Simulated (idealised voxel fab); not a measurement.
process module | voxel transistor to metal
cross-section cut | 285 nm wide | cells 5 nm
A cross-section is a grid of square cells, given in bands from the top down. A band is one or more rows of cells.
Each band's line starts with the height of the band's top and of its bottom, in nm. Then come its materials from left to right, each with its width in nm. One material with "throughout" fills the band from edge to edge. "air" is empty space.
Height 0 is the level under which the wafer as received is all one material. The lowest band goes on downwards, as in "0 down".
A width such as "30 to 40" changes by the same amount from each row of cells to the next, from the band's top row to its bottom row.
"no change" after a step means that no cell of the cross-section changed.
closed voids: empty space of 8 cells or more with no open way to the top, each as width x height at its distance from the left edge, in nm
after a step's settings: what the simulator itself notes on the step
overlay nm, on a step with a mask: how far to the right of its planned place the mask lay; to the left if negative
plan
1 op RECEIVE | material Si
2 op OXIDIZE | depth nm 5
3 op CONFORMAL_DEP | material SiN | thk nm 15
4 op MASKED_ETCH | tone cover | mask id ACTIVE | width nm 115 | pitch nm 140 | etch materials SiN | depth nm 15 | overlay nm 0
5 op MASKED_ETCH | tone cover | mask id ACTIVE | width nm 115 | pitch nm 140 | etch materials SiO2 | depth nm 5 | overlay nm 0
6 op MASKED_ETCH | tone cover | mask id ACTIVE | width nm 115 | pitch nm 140 | etch materials Si | depth nm 30 | overlay nm 0
7 op OXIDIZE | depth nm 5
8 op FILL_DEP | material SiO2 | thk nm 5
9 op CMP | height nm 15
10 op SELECTIVE_ETCH | etch materials SiO2 | depth nm 5
11 op STRIP | etch materials SiN
12 op SELECTIVE_ETCH | etch materials SiO2 | depth nm 5
13 op OXIDIZE | depth nm 5
14 op DIRECTIONAL_DEP | material polySi | thk nm 20
15 op DIRECTIONAL_DEP | material SiCN | thk nm 10
16 op DIRECTIONAL_DEP | material aC | thk nm 15
17 op PATTERN | tone cover | mask id GATE | material resist | width nm 25 | pitch nm 140 | thk nm 30 | overlay nm 0
18 op DIRECTIONAL_ETCH | etch materials aC | depth nm 15
19 op STRIP | etch materials resist
20 op DIRECTIONAL_ETCH | etch materials SiCN | depth nm 20
21 op DIRECTIONAL_ETCH | etch materials polySi | depth nm 30
22 op STRIP | etch materials aC
23 op CONFORMAL_DEP | material SiN | thk nm 10
24 op DIRECTIONAL_ETCH | etch materials SiN | depth nm 10
25 op DIRECTIONAL_ETCH | etch materials SiO2 | depth nm 5
26 op DIRECTIONAL_ETCH | etch materials Si | depth nm 15
27 op EPI | material SiGe | thk nm 15
28 op FILL_DEP | material SiO2 | thk nm 5
29 op CMP | height nm 15
30 op STRIP | etch materials polySi
31 op SELECTIVE_ETCH | etch materials SiO2 | depth nm 5
32 op CONFORMAL_DEP | material HfO2 | thk nm 5
33 op CONFORMAL_DEP | material TiN | thk nm 5
34 op FILL_DEP | material W | thk nm 5
35 op CMP | height nm 10
36 op DIRECTIONAL_DEP | material SiO2 | thk nm 15
37 op MASKED_ETCH | tone open | mask id CONTACT | width nm 20 | etch materials SiO2 | depth nm 35 | overlay nm 0
38 op CONFORMAL_DEP | material TiN | thk nm 5
39 op FILL_DEP | material Ru | thk nm 5
40 op CMP | height nm 25
41 op CONFORMAL_DEP | material SiCN | thk nm 5
42 op DIRECTIONAL_DEP | material SiO2 | thk nm 25
43 op DIRECTIONAL_DEP | material aC | thk nm 10
44 op PATTERN | tone open | mask id METAL_1 | material resist | width nm 20 | thk nm 30 | overlay nm -5
45 op DIRECTIONAL_ETCH | etch materials aC | depth nm 10
46 op STRIP | etch materials resist
47 op DIRECTIONAL_ETCH | etch materials SiO2 | depth nm 25
48 op DIRECTIONAL_ETCH | etch materials SiCN | depth nm 5
49 op STRIP | etch materials aC
50 op CONFORMAL_DEP | material TiN | thk nm 5
51 op FILL_DEP | material W | thk nm 5
52 op CMP | height nm 55
53 op CONFORMAL_DEP | material SiCN | thk nm 5
54 op DIRECTIONAL_DEP | material SiO2 | thk nm 25
55 op MASKED_ETCH | tone open | mask id METAL_2_HOLES | width nm 15 | pitch nm 140 | etch materials SiO2 | depth nm 25 | overlay nm 0
56 op DIRECTIONAL_DEP | material aC | thk nm 10
57 op PATTERN | tone open | mask id METAL_2 | material resist | width nm 20 | pitch nm 140 | thk nm 25 | overlay nm 0
58 op DIRECTIONAL_ETCH | etch materials aC | depth nm 10
59 op STRIP | etch materials resist
60 op DIRECTIONAL_ETCH | etch materials SiO2 | depth nm 15
61 op DIRECTIONAL_ETCH | etch materials SiCN | depth nm 5
62 op STRIP | etch materials aC
63 op CONFORMAL_DEP | material TiN | thk nm 5
64 op FILL_DEP | material Cu | thk nm 5
65 op CMP | height nm 85
66 op CONFORMAL_DEP | material SiCN | thk nm 5
varied across the wafers: overlay nm of step 44. The plan shows the first wafer's value. All wafers start alike
first wafer as received, after step 1
  0 down: Si throughout
  closed voids: none
first wafer at the end, after step 66
  90 to 85: SiCN throughout
  85 to 75: SiO2 20 | TiN 5 | Cu 10 | TiN 5 | SiO2 120 | TiN 5 | Cu 10 | TiN 5 | SiO2 105
  75 to 70: SiO2 20 | TiN 5 | Cu 5 | TiN 10 | SiO2 120 | TiN 5 | Cu 5 | TiN 10 | SiO2 105
  70 to 60: SiO2 20 | TiN 5 | Cu 5 | TiN 5 | SiO2 125 | TiN 5 | Cu 5 | TiN 5 | SiO2 110
  60 to 55: SiCN 20 | TiN 15 | SiCN 125 | TiN 15 | SiCN 110
  55 to 30: SiO2 15 | TiN 5 | W 10 | TiN 5 | SiO2 65 | TiN 5 | W 10 | TiN 5 | SiO2 35 | TiN 5 | W 10 | TiN 5 | SiO2 65 | TiN 5 | W 10 | TiN 5 | SiO2 25
  30 to 25: SiCN 15 | TiN 20 | SiCN 65 | TiN 20 | SiCN 35 | TiN 20 | SiCN 65 | TiN 20 | SiCN 25
  25 to 10: SiO2 20 | TiN 5 | Ru 10 | TiN 5 | SiO2 65 | TiN 5 | Ru 10 | TiN 5 | SiO2 35 | TiN 5 | Ru 10 | TiN 5 | SiO2 65 | TiN 5 | Ru 10 | TiN 5 | SiO2 20
  10 to 5: SiO2 20 | TiN 5 | Ru 5 | TiN 10 | SiO2 10 | SiN 10 | HfO2 5 | TiN 5 | W 5 | TiN 5 | HfO2 5 | SiN 10 | SiO2 10 | TiN 10 | Ru 5 | TiN 5 | SiO2 35 | TiN 5 | Ru 5 | TiN 10 | SiO2 10 | SiN 10 | HfO2 5 | TiN 5 | W 5 | TiN 5 | HfO2 5 | SiN 10 | SiO2 10 | TiN 10 | Ru 5 | TiN 5 | SiO2 20
  5 to 0: SiO2 10 | SiN 10 | TiN 5 | Ru 5 | TiN 5 | SiGe 15 | SiN 10 | HfO2 5 | TiN 5 | W 5 | TiN 5 | HfO2 5 | SiN 10 | SiGe 15 | TiN 5 | Ru 5 | TiN 5 | SiN 10 | SiO2 15 | SiN 10 | TiN 5 | Ru 5 | TiN 5 | SiGe 15 | SiN 10 | HfO2 5 | TiN 5 | W 5 | TiN 5 | HfO2 5 | SiN 10 | SiGe 15 | TiN 5 | Ru 5 | TiN 5 | SiN 10 | SiO2 10
  0 to -5: SiO2 10 | SiN 10 | TiN 5 | Ru 5 | TiN 5 | SiGe 15 | SiN 10 | HfO2 5 | TiN 15 | HfO2 5 | SiN 10 | SiGe 15 | TiN 5 | Ru 5 | TiN 5 | SiN 10 | SiO2 15 | SiN 10 | TiN 5 | Ru 5 | TiN 5 | SiGe 15 | SiN 10 | HfO2 5 | TiN 15 | HfO2 5 | SiN 10 | SiGe 15 | TiN 5 | Ru 5 | TiN 5 | SiN 10 | SiO2 10
  -5 to -10: SiO2 20 | TiN 15 | SiGe 15 | SiO2 5 | HfO2 35 | SiO2 5 | SiGe 15 | TiN 15 | SiO2 35 | TiN 15 | SiGe 15 | SiO2 5 | HfO2 35 | SiO2 5 | SiGe 15 | TiN 15 | SiO2 20
  -10 to -25: SiO2 20 | SiGe 30 | Si 45 | SiGe 30 | SiO2 35 | SiGe 30 | Si 45 | SiGe 30 | SiO2 20
  -25 to -40: SiO2 20 | Si 105 | SiO2 35 | Si 105 | SiO2 20
  -40 down: Si throughout
  closed voids: none
last wafer at the end
  90 to 85: SiCN throughout
  85 to 75: SiO2 20 | TiN 5 | Cu 10 | TiN 5 | SiO2 120 | TiN 5 | Cu 10 | TiN 5 | SiO2 105
  75 to 70: SiO2 20 | TiN 5 | Cu 5 | TiN 10 | SiO2 120 | TiN 5 | Cu 5 | TiN 10 | SiO2 105
  70 to 60: SiO2 20 | TiN 5 | Cu 5 | TiN 5 | SiO2 125 | TiN 5 | Cu 5 | TiN 5 | SiO2 110
  60 to 55: SiCN 20 | TiN 15 | SiCN 125 | TiN 15 | SiCN 110
  55 to 30: SiO2 25 | TiN 5 | W 10 | TiN 5 | SiO2 65 | TiN 5 | W 10 | TiN 5 | SiO2 35 | TiN 5 | W 10 | TiN 5 | SiO2 65 | TiN 5 | W 10 | TiN 5 | SiO2 15
  30 to 25: SiCN 25 | TiN 20 | SiCN 65 | TiN 20 | SiCN 35 | TiN 20 | SiCN 65 | TiN 20 | SiCN 15
  25 to 10: SiO2 20 | TiN 5 | Ru 10 | TiN 5 | SiO2 65 | TiN 5 | Ru 10 | TiN 5 | SiO2 35 | TiN 5 | Ru 10 | TiN 5 | SiO2 65 | TiN 5 | Ru 10 | TiN 5 | SiO2 20
  10 to 5: SiO2 20 | TiN 5 | Ru 5 | TiN 10 | SiO2 10 | SiN 10 | HfO2 5 | TiN 5 | W 5 | TiN 5 | HfO2 5 | SiN 10 | SiO2 10 | TiN 10 | Ru 5 | TiN 5 | SiO2 35 | TiN 5 | Ru 5 | TiN 10 | SiO2 10 | SiN 10 | HfO2 5 | TiN 5 | W 5 | TiN 5 | HfO2 5 | SiN 10 | SiO2 10 | TiN 10 | Ru 5 | TiN 5 | SiO2 20
  5 to 0: SiO2 10 | SiN 10 | TiN 5 | Ru 5 | TiN 5 | SiGe 15 | SiN 10 | HfO2 5 | TiN 5 | W 5 | TiN 5 | HfO2 5 | SiN 10 | SiGe 15 | TiN 5 | Ru 5 | TiN 5 | SiN 10 | SiO2 15 | SiN 10 | TiN 5 | Ru 5 | TiN 5 | SiGe 15 | SiN 10 | HfO2 5 | TiN 5 | W 5 | TiN 5 | HfO2 5 | SiN 10 | SiGe 15 | TiN 5 | Ru 5 | TiN 5 | SiN 10 | SiO2 10
  0 to -5: SiO2 10 | SiN 10 | TiN 5 | Ru 5 | TiN 5 | SiGe 15 | SiN 10 | HfO2 5 | TiN 15 | HfO2 5 | SiN 10 | SiGe 15 | TiN 5 | Ru 5 | TiN 5 | SiN 10 | SiO2 15 | SiN 10 | TiN 5 | Ru 5 | TiN 5 | SiGe 15 | SiN 10 | HfO2 5 | TiN 15 | HfO2 5 | SiN 10 | SiGe 15 | TiN 5 | Ru 5 | TiN 5 | SiN 10 | SiO2 10
  -5 to -10: SiO2 20 | TiN 15 | SiGe 15 | SiO2 5 | HfO2 35 | SiO2 5 | SiGe 15 | TiN 15 | SiO2 35 | TiN 15 | SiGe 15 | SiO2 5 | HfO2 35 | SiO2 5 | SiGe 15 | TiN 15 | SiO2 20
  -10 to -25: SiO2 20 | SiGe 30 | Si 45 | SiGe 30 | SiO2 35 | SiGe 30 | Si 45 | SiGe 30 | SiO2 20
  -25 to -40: SiO2 20 | Si 105 | SiO2 35 | Si 105 | SiO2 20
  -40 down: Si throughout
  closed voids: none
each wafer at the end: cells of each material gained (+) or lost (-) since it was received, then its closed voids
overlay nm -5 | +14 Cu | +26 HfO2 | +36 Ru | -276 Si | +149 SiCN | +108 SiGe | +40 SiN | +723 SiO2 | +162 TiN | +44 W | closed voids: none
overlay nm 0 | +14 Cu | +26 HfO2 | +36 Ru | -276 Si | +149 SiCN | +108 SiGe | +40 SiN | +723 SiO2 | +162 TiN | +44 W | closed voids: none
overlay nm 5 | +14 Cu | +26 HfO2 | +36 Ru | -276 Si | +149 SiCN | +108 SiGe | +40 SiN | +723 SiO2 | +162 TiN | +44 W | closed voids: none
